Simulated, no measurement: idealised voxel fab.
Process module in this document: voxel local oxidation
Section cut is 230 nm wide and gridded with 5 nm square cells.
If you're reading a cross-section in this doc, picture square cells in a grid; it comes to you as bands, top ones listed first down to the bottom, and a band can be one or more rows of cells. What a band's entry tells you: where the top is and where the bottom is, as heights in nm, and after that what lies inside, material by material from left to right, each with its width in nm. Empty space is written as the word "blank", and a single material marked with the word "throughout" occupies the band from edge to edge. Zero point of the height axis is 0; under it, received wafer = one material. Lowest band: continues down indefinitely, "top 0, no bottom". A width given as "30->40" starts at the first number in the band's top row and ends at the second number in its bottom row, shifting by an equal amount at every step from row to row. The cross-section has no changed cell in any step marked "no change". Entry "Closed void catalog" = empty spaces >= 8 cells with no open way to the top; each as width x height at distance, distance from left edge, all nm. after a step's settings: what the simulator itself notes on the step. overlay nm: on a step with a mask, how far right of its planned place the mask lay; negative means left.

-- Listed below are the process steps as planned
- 1: RECEIVE, material Si
- 2: CONFORMAL_DEP, material SiO2, thk nm 5
- 3: CONFORMAL_DEP, material SiN, thk nm 15
- 4: DIRECTIONAL_DEP, material aC, thk nm 15
- 5: PATTERN, tone cover, mask id ACTIVE, material resist, width nm 120, thk nm 30, overlay nm 0
- 6: DIRECTIONAL_ETCH, etch materials aC, depth nm 15
- 7: STRIP, etch materials resist
- 8: DIRECTIONAL_ETCH, etch materials SiN, depth nm 15
- 9: STRIP, etch materials aC
- 10: SELECTIVE_ETCH, etch materials SiO2, depth nm 5
- 11: OXIDIZE, depth nm 15
- 12: STRIP, etch materials SiN

-- Received-state cross-section, reflecting completion of step 1
    top 0, no bottom  Si throughout
    Closed void catalog: none

-- Result of the module, cross-sectioned: start per above, plan per above, one error in how it was run
    top 0, bottom -15  blank 75, then Si 80, then blank 75
    top -15, no bottom  Si throughout
    Closed void catalog: none
Want to know what went wrong? it should be noted that step 12 was executed with settings other than those planned, the operation and settings actually applied being STRIP, etch materials SiO2
